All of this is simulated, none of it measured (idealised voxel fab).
The process module presented herein is designated voxel transistor to metal.
The cross-section on display is named cut; it measures 215 nm wide, and its cells are 5 nm squares.
Bands, listed from the top down, are how a cross-section gets written in this document; the cross-section itself is a grid of square cells, and a band is one or more rows of them.
The entry gives the band's vertical extent as a top height and a bottom height in nm, then its horizontal make-up as materials from left to right, each with a width in nm. "empty" stands for empty space; a single material marked "all across" fills the band edge to edge.
Zero point of the height axis is 0; under it, received wafer = one material. Lowest band: continues down indefinitely, "0 down".
You'd read "30->40" like this: the band's top row of cells is as wide as the first number, its bottom row is as wide as the second, and going down, every row changes width by the same amount as the row before did.
Reading "remained the same" for a step: not a cell of the cross-section changed in it.
Empty spaces counting at least 8 cells and having no open way to the top are listed in "Unvented voids". The notation width x height at distance is used for each, the distance being from the left edge and all three values in nm.
On a step's line, text after the settings is the simulator commenting on that step.
The line of a step may include "overlay nm". On a step with a mask, this value is how far to the right of its planned place the mask lay. A negative value means the mask lay to the left.
**Planned process steps**
1 op RECEIVE | material Si
2 op OXIDIZE | depth nm 5
3 op CONFORMAL_DEP | material SiN | thk nm 15
4 op MASKED_ETCH | tone cover | mask id ACTIVE | width nm 105 | etch materials SiN | depth nm 15 | overlay nm 0
5 op MASKED_ETCH | tone cover | mask id ACTIVE | width nm 95 | etch materials SiO2 | depth nm 5 | overlay nm 0
6 op MASKED_ETCH | tone cover | mask id ACTIVE | width nm 105 | etch materials Si | depth nm 25 | overlay nm 0
7 op OXIDIZE | depth nm 5
8 op FILL_DEP | material SiO2 | thk nm 15
9 op CMP | height nm 15
10 op SELECTIVE_ETCH | etch materials SiO2 | depth nm 10
11 op STRIP | etch materials SiN
12 op SELECTIVE_ETCH | etch materials SiO2 | depth nm 5
13 op OXIDIZE | depth nm 5
14 op DIRECTIONAL_DEP | material polySi | thk nm 25
15 op DIRECTIONAL_DEP | material SiCN | thk nm 10
16 op PATTERN | tone cover | mask id GATE | material resist | width nm 15 | thk nm 15 | overlay nm 0
17 op DIRECTIONAL_ETCH | etch materials SiCN | depth nm 20
18 op DIRECTIONAL_ETCH | etch materials polySi | depth nm 35
19 op STRIP | etch materials resist
20 op CONFORMAL_DEP | material SiO2 | thk nm 5
21 op DIRECTIONAL_ETCH | etch materials SiO2 | depth nm 5
22 op CONFORMAL_DEP | material SiN | thk nm 10
23 op DIRECTIONAL_ETCH | etch materials SiN | depth nm 10
24 op DIRECTIONAL_ETCH | etch materials SiO2 | depth nm 5
25 op DIRECTIONAL_ETCH | etch materials Si | depth nm 5
26 op EPI | material nSi | thk nm 10
27 op FILL_DEP | material SiO2 | thk nm 10
28 op CMP | height nm 30
29 op DIRECTIONAL_DEP | material SiO2 | thk nm 10
30 op MASKED_ETCH | tone open | mask id CONTACT | width nm 20 | pitch nm 75 | etch materials SiO2 | depth nm 40 | overlay nm 0
31 op CONFORMAL_DEP | material TiN | thk nm 5
32 op FILL_DEP | material W | thk nm 10
33 op CMP | height nm 40
34 op DIRECTIONAL_DEP | material TiN | thk nm 5
35 op DIRECTIONAL_DEP | material W | thk nm 15
36 op MASKED_ETCH | tone cover | mask id METAL_1 | width nm 20 | pitch nm 75 | etch materials W | depth nm 15 | overlay nm 0
37 op MASKED_ETCH | tone cover | mask id METAL_1 | width nm 20 | pitch nm 75 | etch materials TiN | depth nm 5 | overlay nm 0
38 op CONFORMAL_DEP | material SiN | thk nm 5
39 op FILL_DEP | material lowk | thk nm 10
40 op CMP | height nm 60
41 op CONFORMAL_DEP | material SiCN | thk nm 5
42 op DIRECTIONAL_DEP | material SiO2 | thk nm 35
43 op PATTERN | tone open | mask id METAL_2_HOLES | material resist | width nm 15 | pitch nm 75 | thk nm 20 | overlay nm 0
44 op DIRECTIONAL_ETCH | etch materials SiO2 | depth nm 35
45 op STRIP | etch materials resist
46 op DIRECTIONAL_DEP | material aC | thk nm 15
47 op PATTERN | tone open | mask id METAL_2 | material resist | width nm 20 | pitch nm 75 | thk nm 30 | overlay nm 0
48 op DIRECTIONAL_ETCH | etch materials aC | depth nm 15
49 op STRIP | etch materials resist
50 op DIRECTIONAL_ETCH | etch materials SiO2 | depth nm 20
51 op DIRECTIONAL_ETCH | etch materials SiCN | depth nm 5
52 op STRIP | etch materials aC
53 op CONFORMAL_DEP | material TiN | thk nm 5
54 op FILL_DEP | material Ru | thk nm 10
55 op CMP | height nm 100
56 op CONFORMAL_DEP | material SiN | thk nm 5
Don't read the plan's width nm for step 5 as applying to every wafer: that's the first wafer's value, and the wafers differ in it, though they all start identical.
**So this is the first of several wafers, cross-sectioned as it came to us, meaning it's at the end of step 1**
    0 down = Si all across
    Unvented voids: none
**Take any row and you have a wafer at the end of the module: how many cells of each material it has gained (+) or lost (-) since it was received, and then its closed voids**
width nm 95, +20 Ru, -214 Si, +43 SiCN, +122 SiN, +668 SiO2, +80 TiN, +52 W, +93 lowk, +24 nSi, +15 polySi, Unvented voids: none
width nm 100, +20 Ru, -214 Si, +43 SiCN, +122 SiN, +668 SiO2, +80 TiN, +52 W, +93 lowk, +24 nSi, +15 polySi, Unvented voids: none
width nm 105, +20 Ru, -214 Si, +43 SiCN, +122 SiN, +668 SiO2, +80 TiN, +52 W, +93 lowk, +24 nSi, +15 polySi, Unvented voids: none
width nm 110, +20 Ru, -209 Si, +43 SiCN, +122 SiN, +663 SiO2, +80 TiN, +52 W, +93 lowk, +24 nSi, +15 polySi, Unvented voids: none
width nm 115, +20 Ru, -204 Si, +43 SiCN, +122 SiN, +658 SiO2, +80 TiN, +52 W, +93 lowk, +24 nSi, +15 polySi, Unvented voids: none
width nm 120, +20 Ru, -199 Si, +43 SiCN, +122 SiN, +653 SiO2, +80 TiN, +52 W, +93 lowk, +24 nSi, +15 polySi, Unvented voids: none
